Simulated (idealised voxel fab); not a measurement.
The process module presented herein is designated voxel spacer lines.
Shown is cross-section cut, with a width of 265 nm and square cells of size 5 nm.
Cross-sections here: square-cell grids, written as top-down lists of bands, a band being one or more rows of cells. It is stipulated that each band's entry specify, in nanometres, the height of the top of the band and then that of its bottom, followed by the materials of the band in left-to-right sequence, each together with its width in nanometres. A single material marked by the word "full width" is understood to fill the band from edge to edge; the word "empty" is understood to denote empty space. Below 0: as-received wafer, all one material; heights counted from there. Lowest band: no bottom, goes on down, written "z 0 and below". So if you see something like "30..40" for the width, read it as the top row of the band sitting at the first number and the bottom row at the second, with every row in between moving by the same amount as the last. Any step labelled "remained the same" changed none of the cells in the cross-section. Empty spaces without an open route to the top, at least 8 cells in extent, make up the entry "Unvented voids"; each is given as width x height at distance, where the distance is measured from the left edge, and all are in nm. If you see something after the settings on a step's line, that's the simulator's own remark about that step. If you see "overlay nm" on a step's line and that step has a mask, it's telling you how far right of where it was planned the mask ended up; a negative number means it went left instead.

# The following list gives the planned process steps
1: RECEIVE | material Si
2: CONFORMAL_DEP | material SiO2 | thk nm 5
3: DIRECTIONAL_DEP | material TiN | thk nm 20
4: DIRECTIONAL_DEP | material polySi | thk nm 25
5: PATTERN | tone cover | mask id MANDREL | material resist | width nm 15 | pitch nm 60 | thk nm 35 | overlay nm 0
6: DIRECTIONAL_ETCH | etch materials polySi | depth nm 25
7: STRIP | etch materials resist
8: CONFORMAL_DEP | material SiN | thk nm 15
9: DIRECTIONAL_ETCH | etch materials SiN | depth nm 15
10: STRIP | etch materials polySi
11: DIRECTIONAL_ETCH | etch materials TiN | depth nm 20
12: STRIP | etch materials SiN

# First out of two wafers; run went to plan

# Wafer at receipt (post step 1), cross-section
z 0 and below: Si full width
Unvented voids: none

# Cross-section of the wafer after step 2
z 5 to 0: SiO2 full width
No changes below 0.

# Cross-section of the wafer after step 3
z 25 to 5: TiN full width
No changes below 5.

# Cross-section of the wafer after step 4
z 50 to 25: polySi full width
No changes below 25.

# Cross-section of the wafer after step 5
z 85 to 50: empty 95 | resist 15 | empty 45 | resist 15 | empty 95
No changes below 50.

# Cross-section of the wafer after step 6
z 85 to 50: empty 95 | resist 15 | empty 45 | resist 15 | empty 95
z 50 to 25: empty 95 | polySi 15 | empty 45 | polySi 15 | empty 95
No changes below 25.

# Cross-section of the wafer after step 7
z 50 to 25: empty 95 | polySi 15 | empty 45 | polySi 15 | empty 95
No changes below 25.

# Cross-section of the wafer after step 8
z 65 to 50: empty 80 | SiN 45 | empty 15 | SiN 45 | empty 80
z 50 to 40: empty 80 | SiN 15 | polySi 15 | SiN 15 | empty 15 | SiN 15 | polySi 15 | SiN 15 | empty 80
z 40 to 25: SiN 95 | polySi 15 | SiN 45 | polySi 15 | SiN 95
No changes below 25.

# Cross-section of the wafer after step 9
z 50 to 25: empty 80 | SiN 15 | polySi 15 | SiN 15 | empty 15 | SiN 15 | polySi 15 | SiN 15 | empty 80
No changes below 25.

# Cross-section of the wafer after step 10
z 50 to 25: empty 80 | SiN 15 | empty 15 | SiN 15 | empty 15 | SiN 15 | empty 15 | SiN 15 | empty 80
No changes below 25.

# Cross-section of the wafer after step 11
z 50 to 25: empty 80 | SiN 15 | empty 15 | SiN 15 | empty 15 | SiN 15 | empty 15 | SiN 15 | empty 80
z 25 to 5: empty 80 | TiN 15 | empty 15 | TiN 15 | empty 15 | TiN 15 | empty 15 | TiN 15 | empty 80
No changes below 5.

# Cross-section of the wafer after step 12
z 25 to 5: empty 80 | TiN 15 | empty 15 | TiN 15 | empty 15 | TiN 15 | empty 15 | TiN 15 | empty 80
No changes below 5.

# Second wafer. Start and plan as for the first. One mistake made in running. Agrees with the first up to and including step 9

# Cross-section: second wafer, time at which step 10 was scheduled to end
z 50 to 25: empty 80 | SiN 15 | polySi 15 | SiN 15 | empty 15 | SiN 15 | polySi 15 | SiN 15 | empty 80
z 25 to 5: empty 80 | TiN 45 | empty 15 | TiN 45 | empty 80
No changes below 5.

# Cross-section: second wafer, time at which step 11 was scheduled to end
z 50 to 25: empty 80 | SiN 15 | empty 15 | SiN 15 | empty 15 | SiN 15 | empty 15 | SiN 15 | empty 80
No changes below 25.

# Cross-section: second wafer, time at which step 12 was scheduled to end
z 25 to 5: empty 80 | TiN 45 | empty 15 | TiN 45 | empty 80
No changes below 5.
It is concluded that the wafer was processed incorrectly with respect to the plan, in that deviation from plan: step 11 and step 10 executed in one another's positions
Heads up, by the end the second wafer has more or fewer cells of some materials compared to the first: +24 TiN
